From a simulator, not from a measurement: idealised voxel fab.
Documented hereafter: the process module known as voxel released beams.
Shown is cross-section cut, with a width of 245 nm and square cells of size 5 nm.
Reading order for cross-sections: top band down to bottom band. Underlying form: a grid of square cells. Band size: one or more rows of cells.
First you get the band's top height and its bottom height, in nm, and then the materials it's made of, left to right, with each width in nm. If you see a single material with "edge to edge", that one covers the band edge to edge. "air" is empty space.
Note: height 0 marks the level under which the wafer is uniformly one material as received. Lowest band unbounded below, written "0..down".
Quick explanation for "30->40": the width changes in equal steps down the rows of cells, from the first number in the band's top row to the second number in its bottom row.
"no alteration", as given for a step, is the statement that not any cell of the cross-section underwent a change during that step.
Basically, "Sealed void listing" tells you about the enclosed voids: empty spaces with no open way to the top, 8 cells or bigger, each written width x height at distance, where distance is from the left edge, all in nm.
Step line, after settings: the simulator's comment on this step.
A step's line can hold "overlay nm"; with a mask on that step, the setting says how far right of the planned place the mask lay, while a negative setting says it lay to the left.
[These are the steps we planned for the process]
1 RECEIVE | material Si
2 CONFORMAL_DEP | material SiN | thk nm 10
3 DIRECTIONAL_DEP | material SiO2 | thk nm 15
4 PATTERN | tone open | mask id ANCHOR | material resist | width nm 45 | thk nm 15 | overlay nm 0
5 DIRECTIONAL_ETCH | etch materials SiO2 | depth nm 15
6 STRIP | etch materials resist
7 CONFORMAL_DEP | material TiN | thk nm 15
8 PATTERN | tone cover | mask id BEAM | material resist | width nm 95 | thk nm 15 | overlay nm 0
9 DIRECTIONAL_ETCH | etch materials TiN | depth nm 15
10 STRIP | etch materials resist
11 STRIP | etch materials SiO2
[As-received state of the wafer in cross-section, equivalent to post-step 1]
* 0..down  Si edge to edge
* Sealed void listing: none
[Here's the wafer cut in cross-section after the module, started and planned just like above, except one thing was done wrong in the run]
* 40..25  air=70 / TiN=20 / air=15 / TiN=65 / air=75
* 25..10  air=75 / TiN=45 / air=125
* 10..0  SiN edge to edge
* 0..down  Si edge to edge
* Sealed void listing: none
Deviation from plan: note that step 8 departed from the planned setting and was carried out as PATTERN | tone cover | mask id BEAM | material resist | width nm 100 | thk nm 15 | overlay nm 0
